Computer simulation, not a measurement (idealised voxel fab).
Title: Process Module voxel gate over fins
We display cut, a cross-section 295 nm in width whose square cells are each 5 nm.
A cross-section is a grid of square cells, given in bands from the top down. A band is one or more rows of cells. Top, bottom (nm), then materials left to right with widths (nm); lone material tagged "everywhere" fills the whole band edge to edge; "air" = empty space. Heights from 0 (as-received wafer is one material below). Bottom band endless downward, as "z 0 and below". Quick explanation for "30 to 40": the width changes in equal steps down the rows of cells, from the first number in the band's top row to the second number in its bottom row. Key: "nothing changed" - step with no changed cell in the cross-section. "Tabulated closed voids" specifies each empty space that is not open to the top and that occupies no fewer than 8 cells, using the form width x height at distance, the distance measured from the left edge and all three quantities in nm. after a step's settings: what the simulator itself notes on the step. The optional step-line setting "overlay nm" applies to steps with a mask and quantifies how far to the right of its planned location the mask lay, a negative value indicating leftward placement.

Planned process steps
1 RECEIVE,material Si
2 CONFORMAL_DEP,material SiN,thk nm 10
3 PATTERN,tone cover,mask id FINS,material resist,width nm 15,pitch nm 45,thk nm 15,overlay nm 0
4 DIRECTIONAL_ETCH,etch materials SiN,depth nm 10
5 DIRECTIONAL_ETCH,etch materials Si,depth nm 40
6 STRIP,etch materials resist
7 OXIDIZE,depth nm 5
8 FILL_DEP,material SiO2,thk nm 15
9 CMP,height nm 10
10 SELECTIVE_ETCH,etch materials SiO2,depth nm 25
11 STRIP,etch materials SiN
12 CONFORMAL_DEP,material HfO2,thk nm 5
13 CONFORMAL_DEP,material TiN,thk nm 5
14 CONFORMAL_DEP,material TiAl,thk nm 5
15 CONFORMAL_DEP,material TiN,thk nm 5
16 FILL_DEP,material W,thk nm 15
17 CMP,height nm 30
18 CONFORMAL_DEP,material SiCN,thk nm 5

Wafer, first of two, run as planned

Cross-section, incoming material, after step 1
- z 0 and below: Si everywhere
- Tabulated closed voids: none

So this is the wafer cross-section right after step 2
- z 10 to 0: SiN everywhere
- Below 0, no change.

So this is the wafer cross-section right after step 3
- z 25 to 10: 70 of air | 15 of resist | 30 of air | 15 of resist | 30 of air | 15 of resist | 30 of air | 15 of resist | 75 of air
- Below 10, no change.

So this is the wafer cross-section right after step 4
- z 25 to 10: 70 of air | 15 of resist | 30 of air | 15 of resist | 30 of air | 15 of resist | 30 of air | 15 of resist | 75 of air
- z 10 to 0: 70 of air | 15 of SiN | 30 of air | 15 of SiN | 30 of air | 15 of SiN | 30 of air | 15 of SiN | 75 of air
- Below 0, no change.

So this is the wafer cross-section right after step 5
- z 25 to 10: 70 of air | 15 of resist | 30 of air | 15 of resist | 30 of air | 15 of resist | 30 of air | 15 of resist | 75 of air
- z 10 to 0: 70 of air | 15 of SiN | 30 of air | 15 of SiN | 30 of air | 15 of SiN | 30 of air | 15 of SiN | 75 of air
- z 0 to -40: 70 of air | 15 of Si | 30 of air | 15 of Si | 30 of air | 15 of Si | 30 of air | 15 of Si | 75 of air
- Below -40, no change.

So this is the wafer cross-section right after step 6
- z 10 to 0: 70 of air | 15 of SiN | 30 of air | 15 of SiN | 30 of air | 15 of SiN | 30 of air | 15 of SiN | 75 of air
- Below 0, no change.

So this is the wafer cross-section right after step 7
- z 10 to 0: 70 of air | 15 of SiN | 30 of air | 15 of SiN | 30 of air | 15 of SiN | 30 of air | 15 of SiN | 75 of air
- z 0 to -40: 70 of air | 5 of SiO2 | 5 of Si | 5 of SiO2 | 30 of air | 5 of SiO2 | 5 of Si | 5 of SiO2 | 30 of air | 5 of SiO2 | 5 of Si | 5 of SiO2 | 30 of air | 5 of SiO2 | 5 of Si | 5 of SiO2 | 75 of air
- z -40 to -45: 75 of SiO2 | 5 of Si | 40 of SiO2 | 5 of Si | 40 of SiO2 | 5 of Si | 40 of SiO2 | 5 of Si | 80 of SiO2
- Below -45, no change.

So this is the wafer cross-section right after step 8
- z 25 to 10: SiO2 everywhere
- z 10 to 0: 70 of SiO2 | 15 of SiN | 30 of SiO2 | 15 of SiN | 30 of SiO2 | 15 of SiN | 30 of SiO2 | 15 of SiN | 75 of SiO2
- z 0 to -45: 75 of SiO2 | 5 of Si | 40 of SiO2 | 5 of Si | 40 of SiO2 | 5 of Si | 40 of SiO2 | 5 of Si | 80 of SiO2
- Below -45, no change.

So this is the wafer cross-section right after step 9
- z 10 to 0: 70 of SiO2 | 15 of SiN | 30 of SiO2 | 15 of SiN | 30 of SiO2 | 15 of SiN | 30 of SiO2 | 15 of SiN | 75 of SiO2
- Below 0, no change.

So this is the wafer cross-section right after step 10
- z 10 to 0: 70 of air | 15 of SiN | 30 of air | 15 of SiN | 30 of air | 15 of SiN | 30 of air | 15 of SiN | 75 of air
- z 0 to -15: 75 of air | 5 of Si | 40 of air | 5 of Si | 40 of air | 5 of Si | 40 of air | 5 of Si | 80 of air
- Below -15, no change.

So this is the wafer cross-section right after step 11
- z 0 to -15: 75 of air | 5 of Si | 40 of air | 5 of Si | 40 of air | 5 of Si | 40 of air | 5 of Si | 80 of air
- Below -15, no change.

So this is the wafer cross-section right after step 12
- z 5 to 0: 70 of air | 15 of HfO2 | 30 of air | 15 of HfO2 | 30 of air | 15 of HfO2 | 30 of air | 15 of HfO2 | 75 of air
- z 0 to -10: 70 of air | 5 of HfO2 | 5 of Si | 5 of HfO2 | 30 of air | 5 of HfO2 | 5 of Si | 5 of HfO2 | 30 of air | 5 of HfO2 | 5 of Si | 5 of HfO2 | 30 of air | 5 of HfO2 | 5 of Si | 5 of HfO2 | 75 of air
- z -10 to -15: 75 of HfO2 | 5 of Si | 40 of HfO2 | 5 of Si | 40 of HfO2 | 5 of Si | 40 of HfO2 | 5 of Si | 80 of HfO2
- Below -15, no change.

So this is the wafer cross-section right after step 13
- z 10 to 5: 65 of air | 25 of TiN | 20 of air | 25 of TiN | 20 of air | 25 of TiN | 20 of air | 25 of TiN | 70 of air
- z 5 to 0: 65 of air | 5 of TiN | 15 of HfO2 | 5 of TiN | 20 of air | 5 of TiN | 15 of HfO2 | 5 of TiN | 20 of air | 5 of TiN | 15 of HfO2 | 5 of TiN | 20 of air | 5 of TiN | 15 of HfO2 | 5 of TiN | 70 of air
- z 0 to -5: 65 of air | 5 of TiN | 5 of HfO2 | 5 of Si | 5 of HfO2 | 5 of TiN | 20 of air | 5 of TiN | 5 of HfO2 | 5 of Si | 5 of HfO2 | 5 of TiN | 20 of air | 5 of TiN | 5 of HfO2 | 5 of Si | 5 of HfO2 | 5 of TiN | 20 of air | 5 of TiN | 5 of HfO2 | 5 of Si | 5 of HfO2 | 5 of TiN | 70 of air
- z -5 to -10: 70 of TiN | 5 of HfO2 | 5 of Si | 5 of HfO2 | 30 of TiN | 5 of HfO2 | 5 of Si | 5 of HfO2 | 30 of TiN | 5 of HfO2 | 5 of Si | 5 of HfO2 | 30 of TiN | 5 of HfO2 | 5 of Si | 5 of HfO2 | 75 of TiN
- Below -10, no change.

So this is the wafer cross-section right after step 14
- z 15 to 10: 60 of air | 35 of TiAl | 10 of air | 35 of TiAl | 10 of air | 35 of TiAl | 10 of air | 35 of TiAl | 65 of air
- z 10 to 5: 60 of air | 5 of TiAl | 25 of TiN | 5 of TiAl | 10 of air | 5 of TiAl | 25 of TiN | 5 of TiAl | 10 of air | 5 of TiAl | 25 of TiN | 5 of TiAl | 10 of air | 5 of TiAl | 25 of TiN | 5 of TiAl | 65 of air
- z 5 to 0: 60 of air | 5 of TiAl | 5 of TiN | 15 of HfO2 | 5 of TiN | 5 of TiAl | 10 of air | 5 of TiAl | 5 of TiN | 15 of HfO2 | 5 of TiN | 5 of TiAl | 10 of air | 5 of TiAl | 5 of TiN | 15 of HfO2 | 5 of TiN | 5 of TiAl | 10 of air | 5 of TiAl | 5 of TiN | 15 of HfO2 | 5 of TiN | 5 of TiAl | 65 of air
- z 0 to -5: 65 of TiAl | 5 of TiN | 5 of HfO2 | 5 of Si | 5 of HfO2 | 5 of TiN | 20 of TiAl | 5 of TiN | 5 of HfO2 | 5 of Si | 5 of HfO2 | 5 of TiN | 20 of TiAl | 5 of TiN | 5 of HfO2 | 5 of Si | 5 of HfO2 | 5 of TiN | 20 of TiAl | 5 of TiN | 5 of HfO2 | 5 of Si | 5 of HfO2 | 5 of TiN | 70 of TiAl
- Below -5, no change.

So this is the wafer cross-section right after step 15
- z 20 to 15: 55 of air | 180 of TiN | 60 of air
- z 15 to 10: 55 of air | 5 of TiN | 35 of TiAl | 10 of TiN | 35 of TiAl | 10 of TiN | 35 of TiAl | 10 of TiN | 35 of TiAl | 5 of TiN | 60 of air
- z 10 to 5: 55 of air | 5 of TiN | 5 of TiAl | 25 of TiN | 5 of TiAl | 10 of TiN | 5 of TiAl | 25 of TiN | 5 of TiAl | 10 of TiN | 5 of TiAl | 25 of TiN | 5 of TiAl | 10 of TiN | 5 of TiAl | 25 of TiN | 5 of TiAl | 5 of TiN | 60 of air
- z 5 to 0: 60 of TiN | 5 of TiAl | 5 of TiN | 15 of HfO2 | 5 of TiN | 5 of TiAl | 10 of TiN | 5 of TiAl | 5 of TiN | 15 of HfO2 | 5 of TiN | 5 of TiAl | 10 of TiN | 5 of TiAl | 5 of TiN | 15 of HfO2 | 5 of TiN | 5 of TiAl | 10 of TiN | 5 of TiAl | 5 of TiN | 15 of HfO2 | 5 of TiN | 5 of TiAl | 65 of TiN
- Below 0, no change.

So this is the wafer cross-section right after step 16
- z 35 to 20: W everywhere
- z 20 to 15: 55 of W | 180 of TiN | 60 of W
- z 15 to 10: 55 of W | 5 of TiN | 35 of TiAl | 10 of TiN | 35 of TiAl | 10 of TiN | 35 of TiAl | 10 of TiN | 35 of TiAl | 5 of TiN | 60 of W
- z 10 to 5: 55 of W | 5 of TiN | 5 of TiAl | 25 of TiN | 5 of TiAl | 10 of TiN | 5 of TiAl | 25 of TiN | 5 of TiAl | 10 of TiN | 5 of TiAl | 25 of TiN | 5 of TiAl | 10 of TiN | 5 of TiAl | 25 of TiN | 5 of TiAl | 5 of TiN | 60 of W
- Below 5, no change.

So this is the wafer cross-section right after step 17
- z 30 to 20: W everywhere
- Below 20, no change.

So this is the wafer cross-section right after step 18
- z 35 to 30: SiCN everywhere
- Below 30, no change.

The second wafer began exactly as the first did and followed the same plan, but one mistake was made while running it; through step 2 inclusive, the two wafers are identical

Cross-section: second wafer, time at which step 3 was scheduled to end
- z 25 to 10: 70 of air | 20 of resist | 25 of air | 20 of resist | 25 of air | 20 of resist | 25 of air | 20 of resist | 70 of air
- Below 10, no change.

Cross-section: second wafer, time at which step 4 was scheduled to end
- z 25 to 10: 70 of air | 20 of resist | 25 of air | 20 of resist | 25 of air | 20 of resist | 25 of air | 20 of resist | 70 of air
- z 10 to 0: 70 of air | 20 of SiN | 25 of air | 20 of SiN | 25 of air | 20 of SiN | 25 of air | 20 of SiN | 70 of air
- Below 0, no change.

Cross-section: second wafer, time at which step 5 was scheduled to end
- z 25 to 10: 70 of air | 20 of resist | 25 of air | 20 of resist | 25 of air | 20 of resist | 25 of air | 20 of resist | 70 of air
- z 10 to 0: 70 of air | 20 of SiN | 25 of air | 20 of SiN | 25 of air | 20 of SiN | 25 of air | 20 of SiN | 70 of air
- z 0 to -40: 70 of air | 20 of Si | 25 of air | 20 of Si | 25 of air | 20 of Si | 25 of air | 20 of Si | 70 of air
- Below -40, no change.

Cross-section: second wafer, time at which step 6 was scheduled to end
- z 10 to 0: 70 of air | 20 of SiN | 25 of air | 20 of SiN | 25 of air | 20 of SiN | 25 of air | 20 of SiN | 70 of air
- Below 0, no change.

Cross-section: second wafer, time at which step 7 was scheduled to end
- z 10 to 0: 70 of air | 20 of SiN | 25 of air | 20 of SiN | 25 of air | 20 of SiN | 25 of air | 20 of SiN | 70 of air
- z 0 to -40: 70 of air | 5 of SiO2 | 10 of Si | 5 of SiO2 | 25 of air | 5 of SiO2 | 10 of Si | 5 of SiO2 | 25 of air | 5 of SiO2 | 10 of Si | 5 of SiO2 | 25 of air | 5 of SiO2 | 10 of Si | 5 of SiO2 | 70 of air
- z -40 to -45: 75 of SiO2 | 10 of Si | 35 of SiO2 | 10 of Si | 35 of SiO2 | 10 of Si | 35 of SiO2 | 10 of Si | 75 of SiO2
- Below -45, no change.

Cross-section: second wafer, time at which step 8 was scheduled to end
- z 25 to 10: SiO2 everywhere
- z 10 to 0: 70 of SiO2 | 20 of SiN | 25 of SiO2 | 20 of SiN | 25 of SiO2 | 20 of SiN | 25 of SiO2 | 20 of SiN | 70 of SiO2
- z 0 to -45: 75 of SiO2 | 10 of Si | 35 of SiO2 | 10 of Si | 35 of SiO2 | 10 of Si | 35 of SiO2 | 10 of Si | 75 of SiO2
- Below -45, no change.

Cross-section: second wafer, time at which step 9 was scheduled to end
- z 10 to 0: 70 of SiO2 | 20 of SiN | 25 of SiO2 | 20 of SiN | 25 of SiO2 | 20 of SiN | 25 of SiO2 | 20 of SiN | 70 of SiO2
- Below 0, no change.

Cross-section: second wafer, time at which step 10 was scheduled to end
- z 10 to 0: 70 of air | 20 of SiN | 25 of air | 20 of SiN | 25 of air | 20 of SiN | 25 of air | 20 of SiN | 70 of air
- z 0 to -15: 75 of air | 10 of Si | 35 of air | 10 of Si | 35 of air | 10 of Si | 35 of air | 10 of Si | 75 of air
- Below -15, no change.

Cross-section: second wafer, time at which step 11 was scheduled to end
- z 0 to -15: 75 of air | 10 of Si | 35 of air | 10 of Si | 35 of air | 10 of Si | 35 of air | 10 of Si | 75 of air
- Below -15, no change.

Cross-section: second wafer, time at which step 12 was scheduled to end
- z 5 to 0: 70 of air | 20 of HfO2 | 25 of air | 20 of HfO2 | 25 of air | 20 of HfO2 | 25 of air | 20 of HfO2 | 70 of air
- z 0 to -10: 70 of air | 5 of HfO2 | 10 of Si | 5 of HfO2 | 25 of air | 5 of HfO2 | 10 of Si | 5 of HfO2 | 25 of air | 5 of HfO2 | 10 of Si | 5 of HfO2 | 25 of air | 5 of HfO2 | 10 of Si | 5 of HfO2 | 70 of air
- z -10 to -15: 75 of HfO2 | 10 of Si | 35 of HfO2 | 10 of Si | 35 of HfO2 | 10 of Si | 35 of HfO2 | 10 of Si | 75 of HfO2
- Below -15, no change.

Cross-section: second wafer, time at which step 13 was scheduled to end
- z 10 to 5: 65 of air | 30 of TiN | 15 of air | 30 of TiN | 15 of air | 30 of TiN | 15 of air | 30 of TiN | 65 of air
- z 5 to 0: 65 of air | 5 of TiN | 20 of HfO2 | 5 of TiN | 15 of air | 5 of TiN | 20 of HfO2 | 5 of TiN | 15 of air | 5 of TiN | 20 of HfO2 | 5 of TiN | 15 of air | 5 of TiN | 20 of HfO2 | 5 of TiN | 65 of air
- z 0 to -5: 65 of air | 5 of TiN | 5 of HfO2 | 10 of Si | 5 of HfO2 | 5 of TiN | 15 of air | 5 of TiN | 5 of HfO2 | 10 of Si | 5 of HfO2 | 5 of TiN | 15 of air | 5 of TiN | 5 of HfO2 | 10 of Si | 5 of HfO2 | 5 of TiN | 15 of air | 5 of TiN | 5 of HfO2 | 10 of Si | 5 of HfO2 | 5 of TiN | 65 of air
- z -5 to -10: 70 of TiN | 5 of HfO2 | 10 of Si | 5 of HfO2 | 25 of TiN | 5 of HfO2 | 10 of Si | 5 of HfO2 | 25 of TiN | 5 of HfO2 | 10 of Si | 5 of HfO2 | 25 of TiN | 5 of HfO2 | 10 of Si | 5 of HfO2 | 70 of TiN
- Below -10, no change.

Cross-section: second wafer, time at which step 14 was scheduled to end
- z 15 to 10: 60 of air | 40 of TiAl | 5 of air | 40 of TiAl | 5 of air | 40 of TiAl | 5 of air | 40 of TiAl | 60 of air
- z 10 to 5: 60 of air | 5 of TiAl | 30 of TiN | 5 of TiAl | 5 of air | 5 of TiAl | 30 of TiN | 5 of TiAl | 5 of air | 5 of TiAl | 30 of TiN | 5 of TiAl | 5 of air | 5 of TiAl | 30 of TiN | 5 of TiAl | 60 of air
- z 5 to 0: 60 of air | 5 of TiAl | 5 of TiN | 20 of HfO2 | 5 of TiN | 5 of TiAl | 5 of air | 5 of TiAl | 5 of TiN | 20 of HfO2 | 5 of TiN | 5 of TiAl | 5 of air | 5 of TiAl | 5 of TiN | 20 of HfO2 | 5 of TiN | 5 of TiAl | 5 of air | 5 of TiAl | 5 of TiN | 20 of HfO2 | 5 of TiN | 5 of TiAl | 60 of air
- z 0 to -5: 65 of TiAl | 5 of TiN | 5 of HfO2 | 10 of Si | 5 of HfO2 | 5 of TiN | 15 of TiAl | 5 of TiN | 5 of HfO2 | 10 of Si | 5 of HfO2 | 5 of TiN | 15 of TiAl | 5 of TiN | 5 of HfO2 | 10 of Si | 5 of HfO2 | 5 of TiN | 15 of TiAl | 5 of TiN | 5 of HfO2 | 10 of Si | 5 of HfO2 | 5 of TiN | 65 of TiAl
- Below -5, no change.

Cross-section: second wafer, time at which step 15 was scheduled to end
- z 20 to 15: 55 of air | 185 of TiN | 55 of air
- z 15 to 10: 55 of air | 5 of TiN | 40 of TiAl | 5 of TiN | 40 of TiAl | 5 of TiN | 40 of TiAl | 5 of TiN | 40 of TiAl | 5 of TiN | 55 of air
- z 10 to 5: 55 of air | 5 of TiN | 5 of TiAl | 30 of TiN | 5 of TiAl | 5 of TiN | 5 of TiAl | 30 of TiN | 5 of TiAl | 5 of TiN | 5 of TiAl | 30 of TiN | 5 of TiAl | 5 of TiN | 5 of TiAl | 30 of TiN | 5 of TiAl | 5 of TiN | 55 of air
- z 5 to 0: 60 of TiN | 5 of TiAl | 5 of TiN | 20 of HfO2 | 5 of TiN | 5 of TiAl | 5 of TiN | 5 of TiAl | 5 of TiN | 20 of HfO2 | 5 of TiN | 5 of TiAl | 5 of TiN | 5 of TiAl | 5 of TiN | 20 of HfO2 | 5 of TiN | 5 of TiAl | 5 of TiN | 5 of TiAl | 5 of TiN | 20 of HfO2 | 5 of TiN | 5 of TiAl | 60 of TiN
- Below 0, no change.

Cross-section: second wafer, time at which step 16 was scheduled to end
- z 35 to 20: W everywhere
- z 20 to 15: 55 of W | 185 of TiN | 55 of W
- z 15 to 10: 55 of W | 5 of TiN | 40 of TiAl | 5 of TiN | 40 of TiAl | 5 of TiN | 40 of TiAl | 5 of TiN | 40 of TiAl | 5 of TiN | 55 of W
- z 10 to 5: 55 of W | 5 of TiN | 5 of TiAl | 30 of TiN | 5 of TiAl | 5 of TiN | 5 of TiAl | 30 of TiN | 5 of TiAl | 5 of TiN | 5 of TiAl | 30 of TiN | 5 of TiAl | 5 of TiN | 5 of TiAl | 30 of TiN | 5 of TiAl | 5 of TiN | 55 of W
- Below 5, no change.

Cross-section: second wafer, time at which step 17 was scheduled to end
- z 30 to 20: W everywhere
- Below 20, no change.

Cross-section: second wafer, time at which step 18 was scheduled to end
- z 35 to 30: SiCN everywhere
- Below 30, no change.
Error vs. plan: note that step 3 departed from the planned setting and was carried out as PATTERN,tone cover,mask id FINS,material resist,width nm 20,pitch nm 45,thk nm 15,overlay nm 0
At the finish, the second wafer shows more or fewer cells for some materials than the first does: +36 Si, -24 SiO2, -9 TiN, -3 W
